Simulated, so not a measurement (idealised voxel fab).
process module | voxel gate over fins
cross-section cut | 245 nm wide | cells 5 nm
A cross-section is a grid of square cells, given in bands from the top down. A band is one or more rows of cells.
Each band's line starts with the height of the band's top and of its bottom, in nm. Then come its materials from left to right, each with its width in nm. One material with "throughout" fills the band from edge to edge. "air" is empty space.
Height 0 is the level under which the wafer as received is all one material. The lowest band goes on downwards, as in "0 down".
A width such as "30 to 40" changes by the same amount from each row of cells to the next, from the band's top row to its bottom row.
"no change" after a step means that no cell of the cross-section changed.
closed voids: empty space of 8 cells or more with no open way to the top, each as width x height at its distance from the left edge, in nm
after a step's settings: what the simulator itself notes on the step
overlay nm, on a step with a mask: how far to the right of its planned place the mask lay; to the left if negative
plan
1 op RECEIVE | material Si
2 op CONFORMAL_DEP | material SiN | thk nm 5
3 op MASKED_ETCH | tone cover | mask id FINS | width nm 15 | pitch nm 55 | etch materials SiN | depth nm 5 | overlay nm 0
4 op MASKED_ETCH | tone cover | mask id FINS | width nm 15 | pitch nm 55 | etch materials Si | depth nm 30 | overlay nm 0
5 op OXIDIZE | depth nm 5
6 op FILL_DEP | material SiO2 | thk nm 15
7 op CMP | height nm 5
8 op PATTERN | tone open | mask id RAIL | material resist | width nm 15 | thk nm 20 | overlay nm 0
9 op DIRECTIONAL_ETCH | etch materials SiO2 | depth nm 30
10 op STRIP | etch materials resist
11 op CONFORMAL_DEP | material TiN | thk nm 5
12 op FILL_DEP | material W | thk nm 5
13 op CMP | height nm 5
14 op SELECTIVE_ETCH | etch materials W Ru TiN | depth nm 25
15 op FILL_DEP | material SiO2 | thk nm 5
16 op CMP | height nm 5
17 op SELECTIVE_ETCH | etch materials SiO2 | depth nm 20
18 op STRIP | etch materials SiN
19 op CONFORMAL_DEP | material HfO2 | thk nm 5
20 op CONFORMAL_DEP | material TiN | thk nm 5
21 op FILL_DEP | material W | thk nm 10
22 op CMP | height nm 15
23 op CONFORMAL_DEP | material SiN | thk nm 5
varied across the wafers: width nm of step 3. The plan shows the first wafer's value. All wafers start alike
first wafer as received, after step 1
  0 down: Si throughout
  closed voids: none
first wafer at the end, after step 23
  20 to 15: SiN throughout
  15 to 10: W throughout
  10 to 5: W 25 | TiN 25 | W 30 | TiN 25 | W 30 | TiN 25 | W 30 | TiN 25 | W 30
  5 to 0: W 25 | TiN 5 | HfO2 15 | TiN 5 | W 30 | TiN 5 | HfO2 15 | TiN 5 | W 30 | TiN 5 | HfO2 15 | TiN 5 | W 30 | TiN 5 | HfO2 15 | TiN 5 | W 30
  0 to -5: W 25 | TiN 5 | HfO2 5 | Si 5 | HfO2 5 | TiN 5 | W 30 | TiN 5 | HfO2 5 | Si 5 | HfO2 5 | TiN 5 | W 30 | TiN 5 | HfO2 5 | Si 5 | HfO2 5 | TiN 5 | W 30 | TiN 5 | HfO2 5 | Si 5 | HfO2 5 | TiN 5 | W 30
  -5 to -10: TiN 30 | HfO2 5 | Si 5 | HfO2 5 | TiN 40 | HfO2 5 | Si 5 | HfO2 5 | TiN 40 | HfO2 5 | Si 5 | HfO2 5 | TiN 40 | HfO2 5 | Si 5 | HfO2 5 | TiN 35
  -10 to -15: HfO2 35 | Si 5 | HfO2 50 | Si 5 | HfO2 50 | Si 5 | HfO2 50 | Si 5 | HfO2 40
  -15 to -20: SiO2 35 | Si 5 | SiO2 50 | Si 5 | SiO2 50 | Si 5 | SiO2 50 | Si 5 | SiO2 40
  -20 to -25: SiO2 35 | Si 5 | SiO2 15 | TiN 15 | SiO2 20 | Si 5 | SiO2 50 | Si 5 | SiO2 50 | Si 5 | SiO2 40
  -25 to -35: SiO2 35 | Si 5 | SiO2 50 | Si 5 | SiO2 50 | Si 5 | SiO2 50 | Si 5 | SiO2 40
  -35 down: Si throughout
  closed voids: none
last wafer at the end
  20 to 15: SiN throughout
  15 to 10: W throughout
  10 to 5: W 20 | TiN 40 | W 15 | TiN 40 | W 15 | TiN 40 | W 15 | TiN 40 | W 20
  5 to 0: W 20 | TiN 5 | HfO2 30 | TiN 5 | W 15 | TiN 5 | HfO2 30 | TiN 5 | W 15 | TiN 5 | HfO2 30 | TiN 5 | W 15 | TiN 5 | HfO2 30 | TiN 5 | W 20
  0 to -5: W 20 | TiN 5 | HfO2 5 | Si 20 | HfO2 5 | TiN 5 | W 15 | TiN 5 | HfO2 5 | Si 20 | HfO2 5 | TiN 5 | W 15 | TiN 5 | HfO2 5 | Si 20 | HfO2 5 | TiN 5 | W 15 | TiN 5 | HfO2 5 | Si 20 | HfO2 5 | TiN 5 | W 20
  -5 to -10: TiN 25 | HfO2 5 | Si 20 | HfO2 5 | TiN 25 | HfO2 5 | Si 20 | HfO2 5 | TiN 25 | HfO2 5 | Si 20 | HfO2 5 | TiN 25 | HfO2 5 | Si 20 | HfO2 5 | TiN 25
  -10 to -15: HfO2 30 | Si 20 | HfO2 35 | Si 20 | HfO2 35 | Si 20 | HfO2 35 | Si 20 | HfO2 30
  -15 to -20: SiO2 30 | Si 20 | SiO2 35 | Si 20 | SiO2 35 | Si 20 | SiO2 35 | Si 20 | SiO2 30
  -20 to -25: SiO2 30 | Si 20 | SiO2 5 | TiN 15 | SiO2 15 | Si 20 | SiO2 35 | Si 20 | SiO2 35 | Si 20 | SiO2 30
  -25 to -35: SiO2 30 | Si 20 | SiO2 35 | Si 20 | SiO2 35 | Si 20 | SiO2 35 | Si 20 | SiO2 30
  -35 down: Si throughout
  closed voids: none
each wafer at the end: cells of each material gained (+) or lost (-) since it was received, then its closed voids
width nm 15 | +73 HfO2 | -315 Si | +49 SiN | +177 SiO2 | +76 TiN | +136 W | closed voids: none
width nm 20 | +73 HfO2 | -287 Si | +49 SiN | +161 SiO2 | +76 TiN | +124 W | closed voids: none
width nm 25 | +73 HfO2 | -259 Si | +49 SiN | +145 SiO2 | +76 TiN | +112 W | closed voids: none
width nm 30 | +73 HfO2 | -231 Si | +49 SiN | +129 SiO2 | +76 TiN | +100 W | closed voids: none
